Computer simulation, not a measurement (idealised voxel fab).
Name of the process module below: voxel transistor to metal
The cross-section on display is named cut; it measures 280 nm wide, and its cells are 5 nm squares.
In this document a cross-section is written as a grid of square cells. It is given as a series of bands, listed from the top down, and a band is one or more rows of cells. For a band, the entry starts with two heights in nm, that of the top and then that of the bottom, and carries on with the band's materials in order from left to right, each alongside its width in nm; the word "edge to edge" beside a single material means it fills the band edge to edge, and "empty" means empty space. Convention: height 0 is the level below which the wafer, as received, is all one material. The lowest band does not terminate at the bottom but continues downward, represented as "0 -> down". The expression "30->40" gives the width at the extremes of the band, the first number at its top row of cells and the second at its bottom row, with the width changing by equal amounts from each row to the next in between. The cross-section has no changed cell in any step marked "no alteration". The list in "Closed void inventory" covers empty spaces of 8 cells or more that cannot reach the top through any open way, and it gives each as width x height at distance; the distance is from the left edge, and width, height and distance are in nm. Heads up: the bit after the settings on a step's line is the simulator's remark on that step. "overlay nm" on a masked step: distance the mask lay right of its planned place, negative for left.
**Set out below are the planned steps of the process**
step 1: RECEIVE [material Si]
step 2: OXIDIZE [depth nm 5]
step 3: CONFORMAL_DEP [material SiN] [thk nm 10]
step 4: MASKED_ETCH [tone cover] [mask id ACTIVE] [width nm 110] [pitch nm 135] [etch materials SiN] [depth nm 10] [overlay nm 0]
step 5: MASKED_ETCH [tone cover] [mask id ACTIVE] [width nm 110] [pitch nm 135] [etch materials SiO2] [depth nm 5] [overlay nm 0]
step 6: MASKED_ETCH [tone cover] [mask id ACTIVE] [width nm 110] [pitch nm 135] [etch materials Si] [depth nm 35] [overlay nm 0]
step 7: FILL_DEP [material SiO2] [thk nm 10]
step 8: CMP [height nm 10]
step 9: SELECTIVE_ETCH [etch materials SiO2] [depth nm 10]
step 10: STRIP [etch materials SiN]
step 11: SELECTIVE_ETCH [etch materials SiO2] [depth nm 5]
step 12: OXIDIZE [depth nm 5]
step 13: DIRECTIONAL_DEP [material polySi] [thk nm 20]
step 14: DIRECTIONAL_DEP [material SiCN] [thk nm 10]
step 15: PATTERN [tone cover] [mask id GATE] [material resist] [width nm 30] [pitch nm 135] [thk nm 15] [overlay nm 0]
step 16: DIRECTIONAL_ETCH [etch materials SiCN] [depth nm 20]
step 17: DIRECTIONAL_ETCH [etch materials polySi] [depth nm 30]
step 18: STRIP [etch materials resist]
step 19: CONFORMAL_DEP [material SiN] [thk nm 5]
step 20: DIRECTIONAL_ETCH [etch materials SiN] [depth nm 5]
step 21: DIRECTIONAL_ETCH [etch materials SiO2] [depth nm 5]
step 22: DIRECTIONAL_ETCH [etch materials Si] [depth nm 15]
step 23: EPI [material SiGe] [thk nm 15]
step 24: FILL_DEP [material SiO2] [thk nm 10]
step 25: CMP [height nm 15]
step 26: STRIP [etch materials polySi]
step 27: SELECTIVE_ETCH [etch materials SiO2] [depth nm 5]
step 28: CONFORMAL_DEP [material HfO2] [thk nm 5]
step 29: CONFORMAL_DEP [material TiN] [thk nm 5]
step 30: FILL_DEP [material W] [thk nm 5]
step 31: CMP [height nm 10]
step 32: DIRECTIONAL_DEP [material SiO2] [thk nm 10]
step 33: MASKED_ETCH [tone open] [mask id CONTACT] [width nm 20] [etch materials SiO2] [depth nm 30] [overlay nm 0]
step 34: CONFORMAL_DEP [material TiN] [thk nm 5]
step 35: FILL_DEP [material W] [thk nm 5]
step 36: CMP [height nm 20]
step 37: DIRECTIONAL_DEP [material TiN] [thk nm 5]
step 38: DIRECTIONAL_DEP [material W] [thk nm 20]
step 39: PATTERN [tone cover] [mask id METAL_1] [material resist] [width nm 20] [thk nm 20] [overlay nm 0]
step 40: DIRECTIONAL_ETCH [etch materials W] [depth nm 20]
step 41: DIRECTIONAL_ETCH [etch materials TiN] [depth nm 5]
step 42: STRIP [etch materials resist]
step 43: CONFORMAL_DEP [material SiCN] [thk nm 5]
step 44: FILL_DEP [material SiO2] [thk nm 5]
step 45: CMP [height nm 45]
step 46: CONFORMAL_DEP [material SiN] [thk nm 5]
**The first of two wafers, run as planned**
**Cross-section of the incoming wafer, state after step 1**
0 -> down  Si edge to edge
Closed void inventory: none
**Cross-sectional representation of the wafer at the conclusion of step 2**
0 -> -5  SiO2 edge to edge
Unchanged below -5.
**Cross-sectional representation of the wafer at the conclusion of step 3**
10 -> 0  SiN edge to edge
Unchanged below 0.
**Cross-sectional representation of the wafer at the conclusion of step 4**
10 -> 0  15 empty / 110 SiN / 25 empty / 110 SiN / 20 empty
Unchanged below 0.
**Cross-sectional representation of the wafer at the conclusion of step 5**
10 -> 0  15 empty / 110 SiN / 25 empty / 110 SiN / 20 empty
0 -> -5  15 empty / 110 SiO2 / 25 empty / 110 SiO2 / 20 empty
Unchanged below -5.
**Cross-sectional representation of the wafer at the conclusion of step 6**
10 -> 0  15 empty / 110 SiN / 25 empty / 110 SiN / 20 empty
0 -> -5  15 empty / 110 SiO2 / 25 empty / 110 SiO2 / 20 empty
-5 -> -40  15 empty / 110 Si / 25 empty / 110 Si / 20 empty
Unchanged below -40.
**Cross-sectional representation of the wafer at the conclusion of step 7**
20 -> 10  SiO2 edge to edge
10 -> 0  15 SiO2 / 110 SiN / 25 SiO2 / 110 SiN / 20 SiO2
0 -> -5  SiO2 edge to edge
-5 -> -40  15 SiO2 / 110 Si / 25 SiO2 / 110 Si / 20 SiO2
Unchanged below -40.
**Cross-sectional representation of the wafer at the conclusion of step 8**
10 -> 0  15 SiO2 / 110 SiN / 25 SiO2 / 110 SiN / 20 SiO2
Unchanged below 0.
**Cross-sectional representation of the wafer at the conclusion of step 9**
10 -> 0  15 empty / 110 SiN / 25 empty / 110 SiN / 20 empty
Unchanged below 0.
**Cross-sectional representation of the wafer at the conclusion of step 10**
0 -> -5  SiO2 edge to edge
Unchanged below -5.
**Cross-sectional representation of the wafer at the conclusion of step 11**
-5 -> -40  15 SiO2 / 110 Si / 25 SiO2 / 110 Si / 20 SiO2
Unchanged below -40.
**Cross-sectional representation of the wafer at the conclusion of step 12**
-5 -> -10  SiO2 edge to edge
Unchanged below -10.
**Cross-sectional representation of the wafer at the conclusion of step 13**
15 -> -5  polySi edge to edge
Unchanged below -5.
**Cross-sectional representation of the wafer at the conclusion of step 14**
25 -> 15  SiCN edge to edge
Unchanged below 15.
**Cross-sectional representation of the wafer at the conclusion of step 15**
40 -> 25  55 empty / 30 resist / 105 empty / 30 resist / 60 empty
Unchanged below 25.
**Cross-sectional representation of the wafer at the conclusion of step 16**
40 -> 25  55 empty / 30 resist / 105 empty / 30 resist / 60 empty
25 -> 15  55 empty / 30 SiCN / 105 empty / 30 SiCN / 60 empty
Unchanged below 15.
**Cross-sectional representation of the wafer at the conclusion of step 17**
40 -> 25  55 empty / 30 resist / 105 empty / 30 resist / 60 empty
25 -> 15  55 empty / 30 SiCN / 105 empty / 30 SiCN / 60 empty
15 -> -5  55 empty / 30 polySi / 105 empty / 30 polySi / 60 empty
Unchanged below -5.
**Cross-sectional representation of the wafer at the conclusion of step 18**
25 -> 15  55 empty / 30 SiCN / 105 empty / 30 SiCN / 60 empty
Unchanged below 15.
**Cross-sectional representation of the wafer at the conclusion of step 19**
30 -> 25  50 empty / 40 SiN / 95 empty / 40 SiN / 55 empty
25 -> 15  50 empty / 5 SiN / 30 SiCN / 5 SiN / 95 empty / 5 SiN / 30 SiCN / 5 SiN / 55 empty
15 -> 0  50 empty / 5 SiN / 30 polySi / 5 SiN / 95 empty / 5 SiN / 30 polySi / 5 SiN / 55 empty
0 -> -5  55 SiN / 30 polySi / 105 SiN / 30 polySi / 60 SiN
Unchanged below -5.
**Cross-sectional representation of the wafer at the conclusion of step 20**
25 -> 15  50 empty / 5 SiN / 30 SiCN / 5 SiN / 95 empty / 5 SiN / 30 SiCN / 5 SiN / 55 empty
15 -> -5  50 empty / 5 SiN / 30 polySi / 5 SiN / 95 empty / 5 SiN / 30 polySi / 5 SiN / 55 empty
Unchanged below -5.
**Cross-sectional representation of the wafer at the conclusion of step 21**
25 -> 15  50 empty / 5 SiN / 30 SiCN / 5 SiN / 95 empty / 5 SiN / 30 SiCN / 5 SiN / 55 empty
15 -> -5  50 empty / 5 SiN / 30 polySi / 5 SiN / 95 empty / 5 SiN / 30 polySi / 5 SiN / 55 empty
-5 -> -10  50 empty / 40 SiO2 / 95 empty / 40 SiO2 / 55 empty
Unchanged below -10.
**Cross-sectional representation of the wafer at the conclusion of step 22**
25 -> 15  50 empty / 5 SiN / 30 SiCN / 5 SiN / 95 empty / 5 SiN / 30 SiCN / 5 SiN / 55 empty
15 -> -5  50 empty / 5 SiN / 30 polySi / 5 SiN / 95 empty / 5 SiN / 30 polySi / 5 SiN / 55 empty
-5 -> -10  50 empty / 40 SiO2 / 95 empty / 40 SiO2 / 55 empty
-10 -> -25  15 SiO2 / 35 empty / 40 Si / 35 empty / 25 SiO2 / 35 empty / 40 Si / 35 empty / 20 SiO2
Unchanged below -25.
**Cross-sectional representation of the wafer at the conclusion of step 23**
25 -> 15  50 empty / 5 SiN / 30 SiCN / 5 SiN / 95 empty / 5 SiN / 30 SiCN / 5 SiN / 55 empty
15 -> 5  50 empty / 5 SiN / 30 polySi / 5 SiN / 95 empty / 5 SiN / 30 polySi / 5 SiN / 55 empty
5 -> -5  35 empty / 15 SiGe / 5 SiN / 30 polySi / 5 SiN / 15 SiGe / 65 empty / 15 SiGe / 5 SiN / 30 polySi / 5 SiN / 15 SiGe / 40 empty
-5 -> -10  35 empty / 15 SiGe / 40 SiO2 / 15 SiGe / 65 empty / 15 SiGe / 40 SiO2 / 15 SiGe / 40 empty
-10 -> -25  15 SiO2 / 35 SiGe / 40 Si / 35 SiGe / 25 SiO2 / 35 SiGe / 40 Si / 35 SiGe / 20 SiO2
Unchanged below -25.
**Cross-sectional representation of the wafer at the conclusion of step 24**
35 -> 25  SiO2 edge to edge
25 -> 15  50 SiO2 / 5 SiN / 30 SiCN / 5 SiN / 95 SiO2 / 5 SiN / 30 SiCN / 5 SiN / 55 SiO2
15 -> 5  50 SiO2 / 5 SiN / 30 polySi / 5 SiN / 95 SiO2 / 5 SiN / 30 polySi / 5 SiN / 55 SiO2
5 -> -5  35 SiO2 / 15 SiGe / 5 SiN / 30 polySi / 5 SiN / 15 SiGe / 65 SiO2 / 15 SiGe / 5 SiN / 30 polySi / 5 SiN / 15 SiGe / 40 SiO2
-5 -> -10  35 SiO2 / 15 SiGe / 40 SiO2 / 15 SiGe / 65 SiO2 / 15 SiGe / 40 SiO2 / 15 SiGe / 40 SiO2
Unchanged below -10.
**Cross-sectional representation of the wafer at the conclusion of step 25**
15 -> 5  50 SiO2 / 5 SiN / 30 polySi / 5 SiN / 95 SiO2 / 5 SiN / 30 polySi / 5 SiN / 55 SiO2
Unchanged below 5.
**Cross-sectional representation of the wafer at the conclusion of step 26**
15 -> 5  50 SiO2 / 5 SiN / 30 empty / 5 SiN / 95 SiO2 / 5 SiN / 30 empty / 5 SiN / 55 SiO2
5 -> -5  35 SiO2 / 15 SiGe / 5 SiN / 30 empty / 5 SiN / 15 SiGe / 65 SiO2 / 15 SiGe / 5 SiN / 30 empty / 5 SiN / 15 SiGe / 40 SiO2
Unchanged below -5.
**Cross-sectional representation of the wafer at the conclusion of step 27**
15 -> 10  50 empty / 5 SiN / 30 empty / 5 SiN / 95 empty / 5 SiN / 30 empty / 5 SiN / 55 empty
10 -> 5  50 SiO2 / 5 SiN / 30 empty / 5 SiN / 95 SiO2 / 5 SiN / 30 empty / 5 SiN / 55 SiO2
5 -> -5  35 SiO2 / 15 SiGe / 5 SiN / 30 empty / 5 SiN / 15 SiGe / 65 SiO2 / 15 SiGe / 5 SiN / 30 empty / 5 SiN / 15 SiGe / 40 SiO2
-5 -> -10  35 SiO2 / 15 SiGe / 40 empty / 15 SiGe / 65 SiO2 / 15 SiGe / 40 empty / 15 SiGe / 40 SiO2
Unchanged below -10.
**Cross-sectional representation of the wafer at the conclusion of step 28**
20 -> 15  45 empty / 15 HfO2 / 20 empty / 15 HfO2 / 85 empty / 15 HfO2 / 20 empty / 15 HfO2 / 50 empty
15 -> 10  50 HfO2 / 5 SiN / 5 HfO2 / 20 empty / 5 HfO2 / 5 SiN / 95 HfO2 / 5 SiN / 5 HfO2 / 20 empty / 5 HfO2 / 5 SiN / 55 HfO2
10 -> 5  50 SiO2 / 5 SiN / 5 HfO2 / 20 empty / 5 HfO2 / 5 SiN / 95 SiO2 / 5 SiN / 5 HfO2 / 20 empty / 5 HfO2 / 5 SiN / 55 SiO2
5 -> -5  35 SiO2 / 15 SiGe / 5 SiN / 5 HfO2 / 20 empty / 5 HfO2 / 5 SiN / 15 SiGe / 65 SiO2 / 15 SiGe / 5 SiN / 5 HfO2 / 20 empty / 5 HfO2 / 5 SiN / 15 SiGe / 40 SiO2
-5 -> -10  35 SiO2 / 15 SiGe / 40 HfO2 / 15 SiGe / 65 SiO2 / 15 SiGe / 40 HfO2 / 15 SiGe / 40 SiO2
Unchanged below -10.
**Cross-sectional representation of the wafer at the conclusion of step 29**
25 -> 20  40 empty / 25 TiN / 10 empty / 25 TiN / 75 empty / 25 TiN / 10 empty / 25 TiN / 45 empty
20 -> 15  45 TiN / 15 HfO2 / 5 TiN / 10 empty / 5 TiN / 15 HfO2 / 85 TiN / 15 HfO2 / 5 TiN / 10 empty / 5 TiN / 15 HfO2 / 50 TiN
15 -> 10  50 HfO2 / 5 SiN / 5 HfO2 / 5 TiN / 10 empty / 5 TiN / 5 HfO2 / 5 SiN / 95 HfO2 / 5 SiN / 5 HfO2 / 5 TiN / 10 empty / 5 TiN / 5 HfO2 / 5 SiN / 55 HfO2
10 -> 5  50 SiO2 / 5 SiN / 5 HfO2 / 5 TiN / 10 empty / 5 TiN / 5 HfO2 / 5 SiN / 95 SiO2 / 5 SiN / 5 HfO2 / 5 TiN / 10 empty / 5 TiN / 5 HfO2 / 5 SiN / 55 SiO2
5 -> 0  35 SiO2 / 15 SiGe / 5 SiN / 5 HfO2 / 5 TiN / 10 empty / 5 TiN / 5 HfO2 / 5 SiN / 15 SiGe / 65 SiO2 / 15 SiGe / 5 SiN / 5 HfO2 / 5 TiN / 10 empty / 5 TiN / 5 HfO2 / 5 SiN / 15 SiGe / 40 SiO2
0 -> -5  35 SiO2 / 15 SiGe / 5 SiN / 5 HfO2 / 20 TiN / 5 HfO2 / 5 SiN / 15 SiGe / 65 SiO2 / 15 SiGe / 5 SiN / 5 HfO2 / 20 TiN / 5 HfO2 / 5 SiN / 15 SiGe / 40 SiO2
Unchanged below -5.
**Cross-sectional representation of the wafer at the conclusion of step 30**
30 -> 25  W edge to edge
25 -> 20  40 W / 25 TiN / 10 W / 25 TiN / 75 W / 25 TiN / 10 W / 25 TiN / 45 W
20 -> 15  45 TiN / 15 HfO2 / 5 TiN / 10 W / 5 TiN / 15 HfO2 / 85 TiN / 15 HfO2 / 5 TiN / 10 W / 5 TiN / 15 HfO2 / 50 TiN
15 -> 10  50 HfO2 / 5 SiN / 5 HfO2 / 5 TiN / 10 W / 5 TiN / 5 HfO2 / 5 SiN / 95 HfO2 / 5 SiN / 5 HfO2 / 5 TiN / 10 W / 5 TiN / 5 HfO2 / 5 SiN / 55 HfO2
10 -> 5  50 SiO2 / 5 SiN / 5 HfO2 / 5 TiN / 10 W / 5 TiN / 5 HfO2 / 5 SiN / 95 SiO2 / 5 SiN / 5 HfO2 / 5 TiN / 10 W / 5 TiN / 5 HfO2 / 5 SiN / 55 SiO2
5 -> 0  35 SiO2 / 15 SiGe / 5 SiN / 5 HfO2 / 5 TiN / 10 W / 5 TiN / 5 HfO2 / 5 SiN / 15 SiGe / 65 SiO2 / 15 SiGe / 5 SiN / 5 HfO2 / 5 TiN / 10 W / 5 TiN / 5 HfO2 / 5 SiN / 15 SiGe / 40 SiO2
Unchanged below 0.
**Cross-sectional representation of the wafer at the conclusion of step 31**
10 -> 5  50 SiO2 / 5 SiN / 5 HfO2 / 5 TiN / 10 W / 5 TiN / 5 HfO2 / 5 SiN / 95 SiO2 / 5 SiN / 5 HfO2 / 5 TiN / 10 W / 5 TiN / 5 HfO2 / 5 SiN / 55 SiO2
Unchanged below 5.
**Cross-sectional representation of the wafer at the conclusion of step 32**
20 -> 10  SiO2 edge to edge
Unchanged below 10.
**Cross-sectional representation of the wafer at the conclusion of step 33**
20 -> 10  20 SiO2 / 20 empty / 60 SiO2 / 20 empty / 35 SiO2 / 20 empty / 60 SiO2 / 20 empty / 25 SiO2
10 -> 5  20 SiO2 / 20 empty / 10 SiO2 / 5 SiN / 5 HfO2 / 5 TiN / 10 W / 5 TiN / 5 HfO2 / 5 SiN / 10 SiO2 / 20 empty / 35 SiO2 / 20 empty / 10 SiO2 / 5 SiN / 5 HfO2 / 5 TiN / 10 W / 5 TiN / 5 HfO2 / 5 SiN / 10 SiO2 / 20 empty / 25 SiO2
5 -> 0  20 SiO2 / 15 empty / 15 SiGe / 5 SiN / 5 HfO2 / 5 TiN / 10 W / 5 TiN / 5 HfO2 / 5 SiN / 15 SiGe / 15 empty / 35 SiO2 / 15 empty / 15 SiGe / 5 SiN / 5 HfO2 / 5 TiN / 10 W / 5 TiN / 5 HfO2 / 5 SiN / 15 SiGe / 15 empty / 25 SiO2
0 -> -5  20 SiO2 / 15 empty / 15 SiGe / 5 SiN / 5 HfO2 / 20 TiN / 5 HfO2 / 5 SiN / 15 SiGe / 15 empty / 35 SiO2 / 15 empty / 15 SiGe / 5 SiN / 5 HfO2 / 20 TiN / 5 HfO2 / 5 SiN / 15 SiGe / 15 empty / 25 SiO2
-5 -> -10  20 SiO2 / 15 empty / 15 SiGe / 40 HfO2 / 15 SiGe / 15 empty / 35 SiO2 / 15 empty / 15 SiGe / 40 HfO2 / 15 SiGe / 15 empty / 25 SiO2
Unchanged below -10.
**Cross-sectional representation of the wafer at the conclusion of step 34**
25 -> 20  25 TiN / 10 empty / 70 TiN / 10 empty / 45 TiN / 10 empty / 70 TiN / 10 empty / 30 TiN
20 -> 10  20 SiO2 / 5 TiN / 10 empty / 5 TiN / 60 SiO2 / 5 TiN / 10 empty / 5 TiN / 35 SiO2 / 5 TiN / 10 empty / 5 TiN / 60 SiO2 / 5 TiN / 10 empty / 5 TiN / 25 SiO2
10 -> 5  20 SiO2 / 5 TiN / 5 empty / 10 TiN / 10 SiO2 / 5 SiN / 5 HfO2 / 5 TiN / 10 W / 5 TiN / 5 HfO2 / 5 SiN / 10 SiO2 / 10 TiN / 5 empty / 5 TiN / 35 SiO2 / 5 TiN / 5 empty / 10 TiN / 10 SiO2 / 5 SiN / 5 HfO2 / 5 TiN / 10 W / 5 TiN / 5 HfO2 / 5 SiN / 10 SiO2 / 10 TiN / 5 empty / 5 TiN / 25 SiO2
5 -> 0  20 SiO2 / 5 TiN / 5 empty / 5 TiN / 15 SiGe / 5 SiN / 5 HfO2 / 5 TiN / 10 W / 5 TiN / 5 HfO2 / 5 SiN / 15 SiGe / 5 TiN / 5 empty / 5 TiN / 35 SiO2 / 5 TiN / 5 empty / 5 TiN / 15 SiGe / 5 SiN / 5 HfO2 / 5 TiN / 10 W / 5 TiN / 5 HfO2 / 5 SiN / 15 SiGe / 5 TiN / 5 empty / 5 TiN / 25 SiO2
0 -> -5  20 SiO2 / 5 TiN / 5 empty / 5 TiN / 15 SiGe / 5 SiN / 5 HfO2 / 20 TiN / 5 HfO2 / 5 SiN / 15 SiGe / 5 TiN / 5 empty / 5 TiN / 35 SiO2 / 5 TiN / 5 empty / 5 TiN / 15 SiGe / 5 SiN / 5 HfO2 / 20 TiN / 5 HfO2 / 5 SiN / 15 SiGe / 5 TiN / 5 empty / 5 TiN / 25 SiO2
-5 -> -10  20 SiO2 / 15 TiN / 15 SiGe / 40 HfO2 / 15 SiGe / 15 TiN / 35 SiO2 / 15 TiN / 15 SiGe / 40 HfO2 / 15 SiGe / 15 TiN / 25 SiO2
Unchanged below -10.
**Cross-sectional representation of the wafer at the conclusion of step 35**
30 -> 25  W edge to edge
25 -> 20  25 TiN / 10 W / 70 TiN / 10 W / 45 TiN / 10 W / 70 TiN / 10 W / 30 TiN
20 -> 10  20 SiO2 / 5 TiN / 10 W / 5 TiN / 60 SiO2 / 5 TiN / 10 W / 5 TiN / 35 SiO2 / 5 TiN / 10 W / 5 TiN / 60 SiO2 / 5 TiN / 10 W / 5 TiN / 25 SiO2
10 -> 5  20 SiO2 / 5 TiN / 5 W / 10 TiN / 10 SiO2 / 5 SiN / 5 HfO2 / 5 TiN / 10 W / 5 TiN / 5 HfO2 / 5 SiN / 10 SiO2 / 10 TiN / 5 W / 5 TiN / 35 SiO2 / 5 TiN / 5 W / 10 TiN / 10 SiO2 / 5 SiN / 5 HfO2 / 5 TiN / 10 W / 5 TiN / 5 HfO2 / 5 SiN / 10 SiO2 / 10 TiN / 5 W / 5 TiN / 25 SiO2
5 -> 0  20 SiO2 / 5 TiN / 5 W / 5 TiN / 15 SiGe / 5 SiN / 5 HfO2 / 5 TiN / 10 W / 5 TiN / 5 HfO2 / 5 SiN / 15 SiGe / 5 TiN / 5 W / 5 TiN / 35 SiO2 / 5 TiN / 5 W / 5 TiN / 15 SiGe / 5 SiN / 5 HfO2 / 5 TiN / 10 W / 5 TiN / 5 HfO2 / 5 SiN / 15 SiGe / 5 TiN / 5 W / 5 TiN / 25 SiO2
0 -> -5  20 SiO2 / 5 TiN / 5 W / 5 TiN / 15 SiGe / 5 SiN / 5 HfO2 / 20 TiN / 5 HfO2 / 5 SiN / 15 SiGe / 5 TiN / 5 W / 5 TiN / 35 SiO2 / 5 TiN / 5 W / 5 TiN / 15 SiGe / 5 SiN / 5 HfO2 / 20 TiN / 5 HfO2 / 5 SiN / 15 SiGe / 5 TiN / 5 W / 5 TiN / 25 SiO2
Unchanged below -5.
**Cross-sectional representation of the wafer at the conclusion of step 36**
20 -> 10  20 SiO2 / 5 TiN / 10 W / 5 TiN / 60 SiO2 / 5 TiN / 10 W / 5 TiN / 35 SiO2 / 5 TiN / 10 W / 5 TiN / 60 SiO2 / 5 TiN / 10 W / 5 TiN / 25 SiO2
Unchanged below 10.
**Cross-sectional representation of the wafer at the conclusion of step 37**
25 -> 20  TiN edge to edge
Unchanged below 20.
**Cross-sectional representation of the wafer at the conclusion of step 38**
45 -> 25  W edge to edge
Unchanged below 25.
**Cross-sectional representation of the wafer at the conclusion of step 39**
65 -> 45  20 empty / 20 resist / 60 empty / 20 resist / 35 empty / 20 resist / 60 empty / 20 resist / 25 empty
Unchanged below 45.
**Cross-sectional representation of the wafer at the conclusion of step 40**
65 -> 45  20 empty / 20 resist / 60 empty / 20 resist / 35 empty / 20 resist / 60 empty / 20 resist / 25 empty
45 -> 25  20 empty / 20 W / 60 empty / 20 W / 35 empty / 20 W / 60 empty / 20 W / 25 empty
Unchanged below 25.
**Cross-sectional representation of the wafer at the conclusion of step 41**
65 -> 45  20 empty / 20 resist / 60 empty / 20 resist / 35 empty / 20 resist / 60 empty / 20 resist / 25 empty
45 -> 25  20 empty / 20 W / 60 empty / 20 W / 35 empty / 20 W / 60 empty / 20 W / 25 empty
25 -> 20  20 empty / 20 TiN / 60 empty / 20 TiN / 35 empty / 20 TiN / 60 empty / 20 TiN / 25 empty
Unchanged below 20.
**Cross-sectional representation of the wafer at the conclusion of step 42**
45 -> 25  20 empty / 20 W / 60 empty / 20 W / 35 empty / 20 W / 60 empty / 20 W / 25 empty
Unchanged below 25.
**Cross-sectional representation of the wafer at the conclusion of step 43**
50 -> 45  15 empty / 30 SiCN / 50 empty / 30 SiCN / 25 empty / 30 SiCN / 50 empty / 30 SiCN / 20 empty
45 -> 25  15 empty / 5 SiCN / 20 W / 5 SiCN / 50 empty / 5 SiCN / 20 W / 5 SiCN / 25 empty / 5 SiCN / 20 W / 5 SiCN / 50 empty / 5 SiCN / 20 W / 5 SiCN / 20 empty
25 -> 20  20 SiCN / 20 TiN / 60 SiCN / 20 TiN / 35 SiCN / 20 TiN / 60 SiCN / 20 TiN / 25 SiCN
Unchanged below 20.
**Cross-sectional representation of the wafer at the conclusion of step 44**
55 -> 50  SiO2 edge to edge
50 -> 45  15 SiO2 / 30 SiCN / 50 SiO2 / 30 SiCN / 25 SiO2 / 30 SiCN / 50 SiO2 / 30 SiCN / 20 SiO2
45 -> 25  15 SiO2 / 5 SiCN / 20 W / 5 SiCN / 50 SiO2 / 5 SiCN / 20 W / 5 SiCN / 25 SiO2 / 5 SiCN / 20 W / 5 SiCN / 50 SiO2 / 5 SiCN / 20 W / 5 SiCN / 20 SiO2
Unchanged below 25.
**Cross-sectional representation of the wafer at the conclusion of step 45**
45 -> 25  15 SiO2 / 5 SiCN / 20 W / 5 SiCN / 50 SiO2 / 5 SiCN / 20 W / 5 SiCN / 25 SiO2 / 5 SiCN / 20 W / 5 SiCN / 50 SiO2 / 5 SiCN / 20 W / 5 SiCN / 20 SiO2
Unchanged below 25.
**Cross-sectional representation of the wafer at the conclusion of step 46**
50 -> 45  SiN edge to edge
Unchanged below 45.
**Second Wafer (Identical Start and Plan, One Processing Error; Matches First Wafer Through Step 38)**
**Second wafer profile in section, at the moment step 39 of the plan was meant to be complete**
65 -> 45  20 resist / 20 empty / 60 resist / 20 empty / 35 resist / 20 empty / 60 resist / 20 empty / 25 resist
Unchanged below 45.
**Second wafer profile in section, at the moment step 40 of the plan was meant to be complete**
65 -> 45  20 resist / 20 empty / 60 resist / 20 empty / 35 resist / 20 empty / 60 resist / 20 empty / 25 resist
45 -> 25  20 W / 20 empty / 60 W / 20 empty / 35 W / 20 empty / 60 W / 20 empty / 25 W
Unchanged below 25.
**Second wafer profile in section, at the moment step 41 of the plan was meant to be complete**
65 -> 45  20 resist / 20 empty / 60 resist / 20 empty / 35 resist / 20 empty / 60 resist / 20 empty / 25 resist
45 -> 25  20 W / 20 empty / 60 W / 20 empty / 35 W / 20 empty / 60 W / 20 empty / 25 W
25 -> 20  20 TiN / 20 empty / 60 TiN / 20 empty / 35 TiN / 20 empty / 60 TiN / 20 empty / 25 TiN
Unchanged below 20.
**Second wafer profile in section, at the moment step 42 of the plan was meant to be complete**
45 -> 25  20 W / 20 empty / 60 W / 20 empty / 35 W / 20 empty / 60 W / 20 empty / 25 W
Unchanged below 25.
**Second wafer profile in section, at the moment step 43 of the plan was meant to be complete**
50 -> 45  25 SiCN / 10 empty / 70 SiCN / 10 empty / 45 SiCN / 10 empty / 70 SiCN / 10 empty / 30 SiCN
45 -> 25  20 W / 5 SiCN / 10 empty / 5 SiCN / 60 W / 5 SiCN / 10 empty / 5 SiCN / 35 W / 5 SiCN / 10 empty / 5 SiCN / 60 W / 5 SiCN / 10 empty / 5 SiCN / 25 W
25 -> 20  20 TiN / 20 SiCN / 60 TiN / 20 SiCN / 35 TiN / 20 SiCN / 60 TiN / 20 SiCN / 25 TiN
Unchanged below 20.
**Second wafer profile in section, at the moment step 44 of the plan was meant to be complete**
55 -> 50  SiO2 edge to edge
50 -> 45  25 SiCN / 10 SiO2 / 70 SiCN / 10 SiO2 / 45 SiCN / 10 SiO2 / 70 SiCN / 10 SiO2 / 30 SiCN
45 -> 25  20 W / 5 SiCN / 10 SiO2 / 5 SiCN / 60 W / 5 SiCN / 10 SiO2 / 5 SiCN / 35 W / 5 SiCN / 10 SiO2 / 5 SiCN / 60 W / 5 SiCN / 10 SiO2 / 5 SiCN / 25 W
Unchanged below 25.
**Second wafer profile in section, at the moment step 45 of the plan was meant to be complete**
45 -> 25  20 W / 5 SiCN / 10 SiO2 / 5 SiCN / 60 W / 5 SiCN / 10 SiO2 / 5 SiCN / 35 W / 5 SiCN / 10 SiO2 / 5 SiCN / 60 W / 5 SiCN / 10 SiO2 / 5 SiCN / 25 W
Unchanged below 25.
**Second wafer profile in section, at the moment step 46 of the plan was meant to be complete**
50 -> 45  SiN edge to edge
Unchanged below 45.
So what did we get wrong on this run? step 39 was processed under conditions differing from the plan, specifically as PATTERN [tone open] [mask id METAL_1] [material resist] [width nm 20] [thk nm 20] [overlay nm 0]
FYI, end of process, the second wafer has more or fewer cells of some materials than the first: SiCN -24, SiO2 -96, TiN +24, W +96
